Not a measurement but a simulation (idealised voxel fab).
The process module presented herein is designated voxel wiring stack.
It is cross-section cut that appears here, measuring 220 nm in width, its square cells being 5 nm in size.
How to read a cross-section here: the picture is a grid of square cells, written as bands going from the top down, and any band can span one or more rows of cells.
Heights first: top, then bottom, in nm. Then materials, left to right, each with a width in nm. "throughout" on a single material: fills the band edge to edge. "air": empty space.
A quick word on heights: they are counted from 0, and under that level the wafer as it came to us is one material throughout. The lowest band is different from the rest in having no bottom; it simply continues downward, written as in "0 nm and below".
So if you see something like "30->40" for the width, read it as the top row of the band sitting at the first number and the bottom row at the second, with every row in between moving by the same amount as the last.
Any step labelled "no alterations made" changed none of the cells in the cross-section.
"Sealed void listing" means: voids of 8 cells or more that are shut off from the top with no open way through. Written width x height at distance, distance from the left edge, in nm.
Text after the settings on a step's line: the simulator's own remark on that step.
overlay nm: mask offset rightward from planned place, masked step; negative means leftward offset.
-- List of planned process steps
1 RECEIVE with material Si
2 CONFORMAL_DEP with material SiO2, thk nm 10
3 CONFORMAL_DEP with material SiN, thk nm 5
4 DIRECTIONAL_DEP with material lowk, thk nm 20
5 MASKED_ETCH with tone open, mask id METAL_1, width nm 30, pitch nm 50, etch materials lowk, depth nm 20, overlay nm 0
6 MASKED_ETCH with tone open, mask id METAL_1, width nm 30, pitch nm 50, etch materials SiN, depth nm 5, overlay nm 0
7 CONFORMAL_DEP with material TiN, thk nm 5
8 FILL_DEP with material Cu, thk nm 10
9 CMP with height nm 35
10 EPI with material Ru, thk nm 5
11 FILL_DEP with material SiCN, thk nm 5
12 DIRECTIONAL_DEP with material lowk, thk nm 20
13 MASKED_ETCH with tone open, mask id PLUG_1, width nm 15, etch materials lowk, depth nm 20, overlay nm 0
14 MASKED_ETCH with tone open, mask id PLUG_1, width nm 15, etch materials SiCN, depth nm 5, overlay nm 0
15 EPI with material Ru, thk nm 10
16 EPI with material Ru, thk nm 10
17 EPI with material Ru, thk nm 5
18 CONFORMAL_DEP with material SiN, thk nm 5
19 DIRECTIONAL_DEP with material lowk, thk nm 25
20 MASKED_ETCH with tone open, mask id METAL_2, width nm 30, pitch nm 50, etch materials lowk, depth nm 25, overlay nm 0
21 MASKED_ETCH with tone open, mask id METAL_2, width nm 30, pitch nm 50, etch materials SiN, depth nm 5, overlay nm 0
22 CONFORMAL_DEP with material TiN, thk nm 5
23 FILL_DEP with material W, thk nm 10
24 CMP with height nm 95
25 CONFORMAL_DEP with material SiCN, thk nm 5
26 DIRECTIONAL_DEP with material SiO2, thk nm 15
27 PATTERN with tone open, mask id PLUG_2, material resist, width nm 15, pitch nm 50, thk nm 20, overlay nm 0
28 DIRECTIONAL_ETCH with etch materials SiO2, depth nm 15
29 DIRECTIONAL_ETCH with etch materials SiCN, depth nm 5
30 STRIP with etch materials resist
31 EPI with material Ru, thk nm 10
32 EPI with material Ru, thk nm 10
33 CONFORMAL_DEP with material SiCN, thk nm 5
34 DIRECTIONAL_DEP with material SiO2, thk nm 15
35 MASKED_ETCH with tone open, mask id METAL_3, width nm 30, pitch nm 50, etch materials SiO2, depth nm 15, overlay nm 0
36 MASKED_ETCH with tone open, mask id METAL_3, width nm 30, pitch nm 50, etch materials SiCN, depth nm 5, overlay nm 0
37 CONFORMAL_DEP with material TiN, thk nm 5
38 FILL_DEP with material W, thk nm 5
39 CMP with height nm 135
40 EPI with material Ru, thk nm 5
41 FILL_DEP with material SiCN, thk nm 5
42 DIRECTIONAL_DEP with material SiO2, thk nm 10
43 MASKED_ETCH with tone open, mask id PLUG_3, width nm 15, pitch nm 50, etch materials SiO2, depth nm 10, overlay nm 0
44 MASKED_ETCH with tone open, mask id PLUG_3, width nm 15, pitch nm 50, etch materials SiCN, depth nm 5, overlay nm 0
45 EPI with material Ru, thk nm 10
46 EPI with material Ru, thk nm 5
47 CONFORMAL_DEP with material SiCN, thk nm 5
48 DIRECTIONAL_DEP with material lowk, thk nm 15
49 MASKED_ETCH with tone open, mask id METAL_4, width nm 30, pitch nm 50, etch materials lowk, depth nm 15, overlay nm 0
50 MASKED_ETCH with tone open, mask id METAL_4, width nm 30, pitch nm 50, etch materials SiCN, depth nm 5, overlay nm 0
51 CONFORMAL_DEP with material TiN, thk nm 5
52 FILL_DEP with material W, thk nm 10
53 CMP with height nm 175
54 CONFORMAL_DEP with material SiCN, thk nm 5
-- Account of the first of two wafers, which was processed as intended
-- As received (post step 1): cross-section
- 0 nm and below | Si throughout
- Sealed void listing: none
-- after step 2
- 10 nm to 0 nm | SiO2 throughout
- Anything lower than 0 is untouched.
-- after step 3
- 15 nm to 10 nm | SiN throughout
- Anything lower than 10 is untouched.
-- after step 4
- 35 nm to 15 nm | lowk throughout
- Anything lower than 15 is untouched.
-- after step 5
- 35 nm to 15 nm | lowk: 70 / air: 30 / lowk: 20 / air: 30 / lowk: 70
- Anything lower than 15 is untouched.
-- after step 6
- 35 nm to 15 nm | lowk: 70 / air: 30 / lowk: 20 / air: 30 / lowk: 70
- 15 nm to 10 nm | SiN: 70 / air: 30 / SiN: 20 / air: 30 / SiN: 70
- Anything lower than 10 is untouched.
-- after step 7
- 40 nm to 35 nm | TiN: 75 / air: 20 / TiN: 30 / air: 20 / TiN: 75
- 35 nm to 15 nm | lowk: 70 / TiN: 5 / air: 20 / TiN: 5 / lowk: 20 / TiN: 5 / air: 20 / TiN: 5 / lowk: 70
- 15 nm to 10 nm | SiN: 70 / TiN: 30 / SiN: 20 / TiN: 30 / SiN: 70
- Anything lower than 10 is untouched.
-- after step 8
- 50 nm to 40 nm | Cu throughout
- 40 nm to 35 nm | TiN: 75 / Cu: 20 / TiN: 30 / Cu: 20 / TiN: 75
- 35 nm to 15 nm | lowk: 70 / TiN: 5 / Cu: 20 / TiN: 5 / lowk: 20 / TiN: 5 / Cu: 20 / TiN: 5 / lowk: 70
- Anything lower than 15 is untouched.
-- after step 9
- 35 nm to 15 nm | lowk: 70 / TiN: 5 / Cu: 20 / TiN: 5 / lowk: 20 / TiN: 5 / Cu: 20 / TiN: 5 / lowk: 70
- Anything lower than 15 is untouched.
-- after step 10
- 40 nm to 35 nm | air: 65 / Ru: 40 / air: 10 / Ru: 40 / air: 65
- Anything lower than 35 is untouched.
-- after step 11
- 45 nm to 40 nm | SiCN throughout
- 40 nm to 35 nm | SiCN: 65 / Ru: 40 / SiCN: 10 / Ru: 40 / SiCN: 65
- Anything lower than 35 is untouched.
-- after step 12
- 65 nm to 45 nm | lowk throughout
- Anything lower than 45 is untouched.
-- after step 13
- 65 nm to 45 nm | lowk: 70 / air: 15 / lowk: 135
- Anything lower than 45 is untouched.
-- after step 14
- 65 nm to 45 nm | lowk: 70 / air: 15 / lowk: 135
- 45 nm to 40 nm | SiCN: 70 / air: 15 / SiCN: 135
- Anything lower than 40 is untouched.
-- after step 15
- 65 nm to 50 nm | lowk: 70 / air: 15 / lowk: 135
- 50 nm to 45 nm | lowk: 70 / Ru: 15 / lowk: 135
- 45 nm to 40 nm | SiCN: 70 / Ru: 15 / SiCN: 135
- Anything lower than 40 is untouched.
-- after step 16
- 65 nm to 60 nm | lowk: 70 / air: 15 / lowk: 135
- 60 nm to 45 nm | lowk: 70 / Ru: 15 / lowk: 135
- Anything lower than 45 is untouched.
-- after step 17
- 65 nm to 45 nm | lowk: 70 / Ru: 15 / lowk: 135
- Anything lower than 45 is untouched.
-- after step 18
- 70 nm to 65 nm | SiN throughout
- Anything lower than 65 is untouched.
-- after step 19
- 95 nm to 70 nm | lowk throughout
- Anything lower than 70 is untouched.
-- after step 20
- 95 nm to 70 nm | lowk: 70 / air: 30 / lowk: 20 / air: 30 / lowk: 70
- Anything lower than 70 is untouched.
-- after step 21
- 95 nm to 70 nm | lowk: 70 / air: 30 / lowk: 20 / air: 30 / lowk: 70
- 70 nm to 65 nm | SiN: 70 / air: 30 / SiN: 20 / air: 30 / SiN: 70
- Anything lower than 65 is untouched.
-- after step 22
- 100 nm to 95 nm | TiN: 75 / air: 20 / TiN: 30 / air: 20 / TiN: 75
- 95 nm to 70 nm | lowk: 70 / TiN: 5 / air: 20 / TiN: 5 / lowk: 20 / TiN: 5 / air: 20 / TiN: 5 / lowk: 70
- 70 nm to 65 nm | SiN: 70 / TiN: 30 / SiN: 20 / TiN: 30 / SiN: 70
- Anything lower than 65 is untouched.
-- after step 23
- 110 nm to 100 nm | W throughout
- 100 nm to 95 nm | TiN: 75 / W: 20 / TiN: 30 / W: 20 / TiN: 75
- 95 nm to 70 nm | lowk: 70 / TiN: 5 / W: 20 / TiN: 5 / lowk: 20 / TiN: 5 / W: 20 / TiN: 5 / lowk: 70
- Anything lower than 70 is untouched.
-- after step 24
- 95 nm to 70 nm | lowk: 70 / TiN: 5 / W: 20 / TiN: 5 / lowk: 20 / TiN: 5 / W: 20 / TiN: 5 / lowk: 70
- Anything lower than 70 is untouched.
-- after step 25
- 100 nm to 95 nm | SiCN throughout
- Anything lower than 95 is untouched.
-- after step 26
- 115 nm to 100 nm | SiO2 throughout
- Anything lower than 100 is untouched.
-- after step 27
- 135 nm to 115 nm | resist: 70 / air: 15 / resist: 35 / air: 15 / resist: 85
- Anything lower than 115 is untouched.
-- after step 28
- 135 nm to 115 nm | resist: 70 / air: 15 / resist: 35 / air: 15 / resist: 85
- 115 nm to 100 nm | SiO2: 70 / air: 15 / SiO2: 35 / air: 15 / SiO2: 85
- Anything lower than 100 is untouched.
-- after step 29
- 135 nm to 115 nm | resist: 70 / air: 15 / resist: 35 / air: 15 / resist: 85
- 115 nm to 100 nm | SiO2: 70 / air: 15 / SiO2: 35 / air: 15 / SiO2: 85
- 100 nm to 95 nm | SiCN: 70 / air: 15 / SiCN: 35 / air: 15 / SiCN: 85
- Anything lower than 95 is untouched.
-- after step 30
- 115 nm to 100 nm | SiO2: 70 / air: 15 / SiO2: 35 / air: 15 / SiO2: 85
- Anything lower than 100 is untouched.
-- after step 31
- 115 nm to 105 nm | SiO2: 70 / air: 15 / SiO2: 35 / air: 15 / SiO2: 85
- 105 nm to 100 nm | SiO2: 70 / Ru: 15 / SiO2: 35 / Ru: 15 / SiO2: 85
- 100 nm to 95 nm | SiCN: 70 / Ru: 15 / SiCN: 35 / Ru: 15 / SiCN: 85
- Anything lower than 95 is untouched.
-- after step 32
- 115 nm to 100 nm | SiO2: 70 / Ru: 15 / SiO2: 35 / Ru: 15 / SiO2: 85
- Anything lower than 100 is untouched.
-- after step 33
- 120 nm to 115 nm | SiCN throughout
- Anything lower than 115 is untouched.
-- after step 34
- 135 nm to 120 nm | SiO2 throughout
- Anything lower than 120 is untouched.
-- after step 35
- 135 nm to 120 nm | SiO2: 70 / air: 30 / SiO2: 20 / air: 30 / SiO2: 70
- Anything lower than 120 is untouched.
-- after step 36
- 135 nm to 120 nm | SiO2: 70 / air: 30 / SiO2: 20 / air: 30 / SiO2: 70
- 120 nm to 115 nm | SiCN: 70 / air: 30 / SiCN: 20 / air: 30 / SiCN: 70
- Anything lower than 115 is untouched.
-- after step 37
- 140 nm to 135 nm | TiN: 75 / air: 20 / TiN: 30 / air: 20 / TiN: 75
- 135 nm to 120 nm | SiO2: 70 / TiN: 5 / air: 20 / TiN: 5 / SiO2: 20 / TiN: 5 / air: 20 / TiN: 5 / SiO2: 70
- 120 nm to 115 nm | SiCN: 70 / TiN: 30 / SiCN: 20 / TiN: 30 / SiCN: 70
- Anything lower than 115 is untouched.
-- after step 38
- 145 nm to 140 nm | W throughout
- 140 nm to 135 nm | TiN: 75 / W: 20 / TiN: 30 / W: 20 / TiN: 75
- 135 nm to 120 nm | SiO2: 70 / TiN: 5 / W: 20 / TiN: 5 / SiO2: 20 / TiN: 5 / W: 20 / TiN: 5 / SiO2: 70
- Anything lower than 120 is untouched.
-- after step 39
- 135 nm to 120 nm | SiO2: 70 / TiN: 5 / W: 20 / TiN: 5 / SiO2: 20 / TiN: 5 / W: 20 / TiN: 5 / SiO2: 70
- Anything lower than 120 is untouched.
-- after step 40
- 140 nm to 135 nm | air: 65 / Ru: 40 / air: 10 / Ru: 40 / air: 65
- Anything lower than 135 is untouched.
-- after step 41
- 145 nm to 140 nm | SiCN throughout
- 140 nm to 135 nm | SiCN: 65 / Ru: 40 / SiCN: 10 / Ru: 40 / SiCN: 65
- Anything lower than 135 is untouched.
-- after step 42
- 155 nm to 145 nm | SiO2 throughout
- Anything lower than 145 is untouched.
-- after step 43
- 155 nm to 145 nm | SiO2: 70 / air: 15 / SiO2: 35 / air: 15 / SiO2: 85
- Anything lower than 145 is untouched.
-- after step 44
- 155 nm to 145 nm | SiO2: 70 / air: 15 / SiO2: 35 / air: 15 / SiO2: 85
- 145 nm to 140 nm | SiCN: 70 / air: 15 / SiCN: 35 / air: 15 / SiCN: 85
- Anything lower than 140 is untouched.
-- after step 45
- 155 nm to 150 nm | SiO2: 70 / air: 15 / SiO2: 35 / air: 15 / SiO2: 85
- 150 nm to 145 nm | SiO2: 70 / Ru: 15 / SiO2: 35 / Ru: 15 / SiO2: 85
- 145 nm to 135 nm | SiCN: 70->65 / Ru: 15->40 / SiCN: 35->10 / Ru: 15->40 / SiCN: 85->65
- Anything lower than 135 is untouched.
-- after step 46
- 155 nm to 145 nm | SiO2: 70 / Ru: 15 / SiO2: 35 / Ru: 15 / SiO2: 85
- Anything lower than 145 is untouched.
-- after step 47
- 160 nm to 155 nm | SiCN throughout
- Anything lower than 155 is untouched.
-- after step 48
- 175 nm to 160 nm | lowk throughout
- Anything lower than 160 is untouched.
-- after step 49
- 175 nm to 160 nm | lowk: 70 / air: 30 / lowk: 20 / air: 30 / lowk: 70
- Anything lower than 160 is untouched.
-- after step 50
- 175 nm to 160 nm | lowk: 70 / air: 30 / lowk: 20 / air: 30 / lowk: 70
- 160 nm to 155 nm | SiCN: 70 / air: 30 / SiCN: 20 / air: 30 / SiCN: 70
- Anything lower than 155 is untouched.
-- after step 51
- 180 nm to 175 nm | TiN: 75 / air: 20 / TiN: 30 / air: 20 / TiN: 75
- 175 nm to 160 nm | lowk: 70 / TiN: 5 / air: 20 / TiN: 5 / lowk: 20 / TiN: 5 / air: 20 / TiN: 5 / lowk: 70
- 160 nm to 155 nm | SiCN: 70 / TiN: 30 / SiCN: 20 / TiN: 30 / SiCN: 70
- Anything lower than 155 is untouched.
-- after step 52
- 190 nm to 180 nm | W throughout
- 180 nm to 175 nm | TiN: 75 / W: 20 / TiN: 30 / W: 20 / TiN: 75
- 175 nm to 160 nm | lowk: 70 / TiN: 5 / W: 20 / TiN: 5 / lowk: 20 / TiN: 5 / W: 20 / TiN: 5 / lowk: 70
- Anything lower than 160 is untouched.
-- after step 53
- 175 nm to 160 nm | lowk: 70 / TiN: 5 / W: 20 / TiN: 5 / lowk: 20 / TiN: 5 / W: 20 / TiN: 5 / lowk: 70
- Anything lower than 160 is untouched.
-- after step 54
- 180 nm to 175 nm | SiCN throughout
- Anything lower than 175 is untouched.
-- Second wafer - shared start and plan with the first - one error in running - same as the first up to step 8 inclusive
-- Cross-section, second wafer, at the end time the plan gives for step 9
- 40 nm to 35 nm | TiN: 75 / Cu: 20 / TiN: 30 / Cu: 20 / TiN: 75
- Anything lower than 35 is untouched.
-- Cross-section, second wafer, at the end time the plan gives for step 10
- 45 nm to 40 nm | Ru throughout
- Anything lower than 40 is untouched.
-- Cross-section, second wafer, at the end time the plan gives for step 11
- 50 nm to 45 nm | SiCN throughout
- Anything lower than 45 is untouched.
-- Cross-section, second wafer, at the end time the plan gives for step 12
- 70 nm to 50 nm | lowk throughout
- Anything lower than 50 is untouched.
-- Cross-section, second wafer, at the end time the plan gives for step 13
- 70 nm to 50 nm | lowk: 70 / air: 15 / lowk: 135
- Anything lower than 50 is untouched.
-- Cross-section, second wafer, at the end time the plan gives for step 14
- 70 nm to 50 nm | lowk: 70 / air: 15 / lowk: 135
- 50 nm to 45 nm | SiCN: 70 / air: 15 / SiCN: 135
- Anything lower than 45 is untouched.
-- Cross-section, second wafer, at the end time the plan gives for step 15
- 70 nm to 55 nm | lowk: 70 / air: 15 / lowk: 135
- 55 nm to 50 nm | lowk: 70 / Ru: 15 / lowk: 135
- 50 nm to 45 nm | SiCN: 70 / Ru: 15 / SiCN: 135
- Anything lower than 45 is untouched.
-- Cross-section, second wafer, at the end time the plan gives for step 16
- 70 nm to 65 nm | lowk: 70 / air: 15 / lowk: 135
- 65 nm to 50 nm | lowk: 70 / Ru: 15 / lowk: 135
- Anything lower than 50 is untouched.
-- Cross-section, second wafer, at the end time the plan gives for step 17
- 70 nm to 50 nm | lowk: 70 / Ru: 15 / lowk: 135
- Anything lower than 50 is untouched.
-- Cross-section, second wafer, at the end time the plan gives for step 18
- 75 nm to 70 nm | SiN throughout
- Anything lower than 70 is untouched.
-- Cross-section, second wafer, at the end time the plan gives for step 19
- 100 nm to 75 nm | lowk throughout
- Anything lower than 75 is untouched.
-- Cross-section, second wafer, at the end time the plan gives for step 20
- 100 nm to 75 nm | lowk: 70 / air: 30 / lowk: 20 / air: 30 / lowk: 70
- Anything lower than 75 is untouched.
-- Cross-section, second wafer, at the end time the plan gives for step 21
- 100 nm to 75 nm | lowk: 70 / air: 30 / lowk: 20 / air: 30 / lowk: 70
- 75 nm to 70 nm | SiN: 70 / air: 30 / SiN: 20 / air: 30 / SiN: 70
- Anything lower than 70 is untouched.
-- Cross-section, second wafer, at the end time the plan gives for step 22
- 105 nm to 100 nm | TiN: 75 / air: 20 / TiN: 30 / air: 20 / TiN: 75
- 100 nm to 75 nm | lowk: 70 / TiN: 5 / air: 20 / TiN: 5 / lowk: 20 / TiN: 5 / air: 20 / TiN: 5 / lowk: 70
- 75 nm to 70 nm | SiN: 70 / TiN: 30 / SiN: 20 / TiN: 30 / SiN: 70
- Anything lower than 70 is untouched.
-- Cross-section, second wafer, at the end time the plan gives for step 23
- 115 nm to 105 nm | W throughout
- 105 nm to 100 nm | TiN: 75 / W: 20 / TiN: 30 / W: 20 / TiN: 75
- 100 nm to 75 nm | lowk: 70 / TiN: 5 / W: 20 / TiN: 5 / lowk: 20 / TiN: 5 / W: 20 / TiN: 5 / lowk: 70
- Anything lower than 75 is untouched.
-- Cross-section, second wafer, at the end time the plan gives for step 24
- 95 nm to 75 nm | lowk: 70 / TiN: 5 / W: 20 / TiN: 5 / lowk: 20 / TiN: 5 / W: 20 / TiN: 5 / lowk: 70
- Anything lower than 75 is untouched.
-- Cross-section, second wafer, at the end time the plan gives for step 25
- 100 nm to 95 nm | SiCN throughout
- Anything lower than 95 is untouched.
-- Cross-section, second wafer, at the end time the plan gives for step 26
- 115 nm to 100 nm | SiO2 throughout
- Anything lower than 100 is untouched.
-- Cross-section, second wafer, at the end time the plan gives for step 27
- 135 nm to 115 nm | resist: 70 / air: 15 / resist: 35 / air: 15 / resist: 85
- Anything lower than 115 is untouched.
-- Cross-section, second wafer, at the end time the plan gives for step 28
- 135 nm to 115 nm | resist: 70 / air: 15 / resist: 35 / air: 15 / resist: 85
- 115 nm to 100 nm | SiO2: 70 / air: 15 / SiO2: 35 / air: 15 / SiO2: 85
- Anything lower than 100 is untouched.
-- Cross-section, second wafer, at the end time the plan gives for step 29
- 135 nm to 115 nm | resist: 70 / air: 15 / resist: 35 / air: 15 / resist: 85
- 115 nm to 100 nm | SiO2: 70 / air: 15 / SiO2: 35 / air: 15 / SiO2: 85
- 100 nm to 95 nm | SiCN: 70 / air: 15 / SiCN: 35 / air: 15 / SiCN: 85
- Anything lower than 95 is untouched.
-- Cross-section, second wafer, at the end time the plan gives for step 30
- 115 nm to 100 nm | SiO2: 70 / air: 15 / SiO2: 35 / air: 15 / SiO2: 85
- Anything lower than 100 is untouched.
-- Cross-section, second wafer, at the end time the plan gives for step 31
- 115 nm to 105 nm | SiO2: 70 / air: 15 / SiO2: 35 / air: 15 / SiO2: 85
- 105 nm to 100 nm | SiO2: 70 / Ru: 15 / SiO2: 35 / Ru: 15 / SiO2: 85
- 100 nm to 95 nm | SiCN: 70 / Ru: 15 / SiCN: 35 / Ru: 15 / SiCN: 85
- Anything lower than 95 is untouched.
-- Cross-section, second wafer, at the end time the plan gives for step 32
- 115 nm to 100 nm | SiO2: 70 / Ru: 15 / SiO2: 35 / Ru: 15 / SiO2: 85
- Anything lower than 100 is untouched.
-- Cross-section, second wafer, at the end time the plan gives for step 33
- 120 nm to 115 nm | SiCN throughout
- Anything lower than 115 is untouched.
-- Cross-section, second wafer, at the end time the plan gives for step 34
- 135 nm to 120 nm | SiO2 throughout
- Anything lower than 120 is untouched.
-- Cross-section, second wafer, at the end time the plan gives for step 35
- 135 nm to 120 nm | SiO2: 70 / air: 30 / SiO2: 20 / air: 30 / SiO2: 70
- Anything lower than 120 is untouched.
-- Cross-section, second wafer, at the end time the plan gives for step 36
- 135 nm to 120 nm | SiO2: 70 / air: 30 / SiO2: 20 / air: 30 / SiO2: 70
- 120 nm to 115 nm | SiCN: 70 / air: 30 / SiCN: 20 / air: 30 / SiCN: 70
- Anything lower than 115 is untouched.
-- Cross-section, second wafer, at the end time the plan gives for step 37
- 140 nm to 135 nm | TiN: 75 / air: 20 / TiN: 30 / air: 20 / TiN: 75
- 135 nm to 120 nm | SiO2: 70 / TiN: 5 / air: 20 / TiN: 5 / SiO2: 20 / TiN: 5 / air: 20 / TiN: 5 / SiO2: 70
- 120 nm to 115 nm | SiCN: 70 / TiN: 30 / SiCN: 20 / TiN: 30 / SiCN: 70
- Anything lower than 115 is untouched.
-- Cross-section, second wafer, at the end time the plan gives for step 38
- 145 nm to 140 nm | W throughout
- 140 nm to 135 nm | TiN: 75 / W: 20 / TiN: 30 / W: 20 / TiN: 75
- 135 nm to 120 nm | SiO2: 70 / TiN: 5 / W: 20 / TiN: 5 / SiO2: 20 / TiN: 5 / W: 20 / TiN: 5 / SiO2: 70
- Anything lower than 120 is untouched.
-- Cross-section, second wafer, at the end time the plan gives for step 39
- 135 nm to 120 nm | SiO2: 70 / TiN: 5 / W: 20 / TiN: 5 / SiO2: 20 / TiN: 5 / W: 20 / TiN: 5 / SiO2: 70
- Anything lower than 120 is untouched.
-- Cross-section, second wafer, at the end time the plan gives for step 40
- 140 nm to 135 nm | air: 65 / Ru: 40 / air: 10 / Ru: 40 / air: 65
- Anything lower than 135 is untouched.
-- Cross-section, second wafer, at the end time the plan gives for step 41
- 145 nm to 140 nm | SiCN throughout
- 140 nm to 135 nm | SiCN: 65 / Ru: 40 / SiCN: 10 / Ru: 40 / SiCN: 65
- Anything lower than 135 is untouched.
-- Cross-section, second wafer, at the end time the plan gives for step 42
- 155 nm to 145 nm | SiO2 throughout
- Anything lower than 145 is untouched.
-- Cross-section, second wafer, at the end time the plan gives for step 43
- 155 nm to 145 nm | SiO2: 70 / air: 15 / SiO2: 35 / air: 15 / SiO2: 85
- Anything lower than 145 is untouched.
-- Cross-section, second wafer, at the end time the plan gives for step 44
- 155 nm to 145 nm | SiO2: 70 / air: 15 / SiO2: 35 / air: 15 / SiO2: 85
- 145 nm to 140 nm | SiCN: 70 / air: 15 / SiCN: 35 / air: 15 / SiCN: 85
- Anything lower than 140 is untouched.
-- Cross-section, second wafer, at the end time the plan gives for step 45
- 155 nm to 150 nm | SiO2: 70 / air: 15 / SiO2: 35 / air: 15 / SiO2: 85
- 150 nm to 145 nm | SiO2: 70 / Ru: 15 / SiO2: 35 / Ru: 15 / SiO2: 85
- 145 nm to 135 nm | SiCN: 70->65 / Ru: 15->40 / SiCN: 35->10 / Ru: 15->40 / SiCN: 85->65
- Anything lower than 135 is untouched.
-- Cross-section, second wafer, at the end time the plan gives for step 46
- 155 nm to 145 nm | SiO2: 70 / Ru: 15 / SiO2: 35 / Ru: 15 / SiO2: 85
- Anything lower than 145 is untouched.
-- Cross-section, second wafer, at the end time the plan gives for step 47
- 160 nm to 155 nm | SiCN throughout
- Anything lower than 155 is untouched.
-- Cross-section, second wafer, at the end time the plan gives for step 48
- 175 nm to 160 nm | lowk throughout
- Anything lower than 160 is untouched.
-- Cross-section, second wafer, at the end time the plan gives for step 49
- 175 nm to 160 nm | lowk: 70 / air: 30 / lowk: 20 / air: 30 / lowk: 70
- Anything lower than 160 is untouched.
-- Cross-section, second wafer, at the end time the plan gives for step 50
- 175 nm to 160 nm | lowk: 70 / air: 30 / lowk: 20 / air: 30 / lowk: 70
- 160 nm to 155 nm | SiCN: 70 / air: 30 / SiCN: 20 / air: 30 / SiCN: 70
- Anything lower than 155 is untouched.
-- Cross-section, second wafer, at the end time the plan gives for step 51
- 180 nm to 175 nm | TiN: 75 / air: 20 / TiN: 30 / air: 20 / TiN: 75
- 175 nm to 160 nm | lowk: 70 / TiN: 5 / air: 20 / TiN: 5 / lowk: 20 / TiN: 5 / air: 20 / TiN: 5 / lowk: 70
- 160 nm to 155 nm | SiCN: 70 / TiN: 30 / SiCN: 20 / TiN: 30 / SiCN: 70
- Anything lower than 155 is untouched.
-- Cross-section, second wafer, at the end time the plan gives for step 52
- 190 nm to 180 nm | W throughout
- 180 nm to 175 nm | TiN: 75 / W: 20 / TiN: 30 / W: 20 / TiN: 75
- 175 nm to 160 nm | lowk: 70 / TiN: 5 / W: 20 / TiN: 5 / lowk: 20 / TiN: 5 / W: 20 / TiN: 5 / lowk: 70
- Anything lower than 160 is untouched.
-- Cross-section, second wafer, at the end time the plan gives for step 53
- 175 nm to 160 nm | lowk: 70 / TiN: 5 / W: 20 / TiN: 5 / lowk: 20 / TiN: 5 / W: 20 / TiN: 5 / lowk: 70
- Anything lower than 160 is untouched.
-- Cross-section, second wafer, at the end time the plan gives for step 54
- 180 nm to 175 nm | SiCN throughout
- Anything lower than 175 is untouched.
Misprocessing identified: step 9 went in with a setting other than planned; the actual run was CMP with height nm 40
At the finish, the second wafer shows more or fewer cells for some materials than the first does: 8 more of Cu; 28 more of Ru; 28 fewer of SiCN; 32 more of TiN; 8 fewer of W; 32 fewer of lowk
